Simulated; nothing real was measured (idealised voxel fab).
The document below concerns the process module designated voxel plated lines.
It is cross-section cut that appears here, measuring 180 nm in width, its square cells being 5 nm in size.
This document writes a cross-section as a grid whose cells are square, and gives it as bands, listed from the top down; one or more rows of cells form a band. This entry defines a band. It first specifies the height of the band's top and the height of its bottom in nm, and then specifies the band's materials from left to right, stating each material with its width in nm. The word "edge to edge" identifies a single material that fills the band from edge to edge, while the word "air" identifies empty space. Counting heights begins at 0, where everything beneath is, in the wafer as received, one material. The lowest band has no bottom; it goes on downwards, as "0..down" shows. A two-number width, for instance "30..40", indicates that the width is equal to the first number in the top row of the band and to the second number in the bottom row, and that it changes by a constant amount per row of cells. Key: "no alterations made" - step with no changed cell in the cross-section. "Closed voids list": sealed empty spaces, 8 cells or more, no open way to top, listed width x height at distance, with distance from the left edge and width, height and distance in nm. The remark found on a step's line after its settings is issued by the simulator itself and pertains to that step. Each step line may optionally specify "overlay nm", which for a step with a mask gives the rightward distance between the mask's planned place and where it lay, a negative value indicating the leftward direction.

**plan**
1. RECEIVE,material Si
2. CONFORMAL_DEP,material SiN,thk nm 10
3. DIRECTIONAL_DEP,material TiN,thk nm 5
4. PATTERN,tone open,mask id LINES,material resist,width nm 25,pitch nm 40,thk nm 40,overlay nm 0
5. EPI,material Ru,thk nm 10
6. EPI,material Ru,thk nm 10
7. EPI,material Ru,thk nm 5
8. STRIP,etch materials resist
9. DIRECTIONAL_ETCH,etch materials TiN,depth nm 5
10. CONFORMAL_DEP,material SiN,thk nm 10

**Cross-section of the incoming wafer, state after step 1**
- 0..down | Si edge to edge
- Closed voids list: none

**First of two wafers: cross-section at end of module, run per plan**
- 50..40 | 45 nm air  85 nm SiN  50 nm air
- 40..20 | 45 nm air  10 nm SiN  25 nm Ru  15 nm SiN  25 nm Ru  10 nm SiN  50 nm air
- 20..15 | 55 nm SiN  25 nm Ru  15 nm SiN  25 nm Ru  60 nm SiN
- 15..10 | 55 nm SiN  25 nm TiN  15 nm SiN  25 nm TiN  60 nm SiN
- 10..0 | SiN edge to edge
- 0..down | Si edge to edge
- Closed voids list: none

**This is the second of the two wafers, cross-sectioned at the end of the module; it started exactly like the first and was given the same plan, but it was run with one mistake**
- 60..50 | 45 nm air  85 nm SiN  50 nm air
- 50..30 | 45 nm air  10 nm SiN  25 nm Ru  15 nm SiN  25 nm Ru  10 nm SiN  50 nm air
- 30..25 | 55 nm SiN  25 nm Ru  15 nm SiN  25 nm Ru  60 nm SiN
- 25..20 | 55 nm SiN  25 nm TiN  15 nm SiN  25 nm TiN  60 nm SiN
- 20..10 | TiN edge to edge
- 10..0 | SiN edge to edge
- 0..down | Si edge to edge
- Closed voids list: none
Where did the run depart from the plan? step 3 ran differently from the plan; actual operation with settings: DIRECTIONAL_DEP,material TiN,thk nm 15
Upon completion, the second wafer contains, in terms of cells, a greater or smaller amount of certain materials than the first wafer: TiN +72
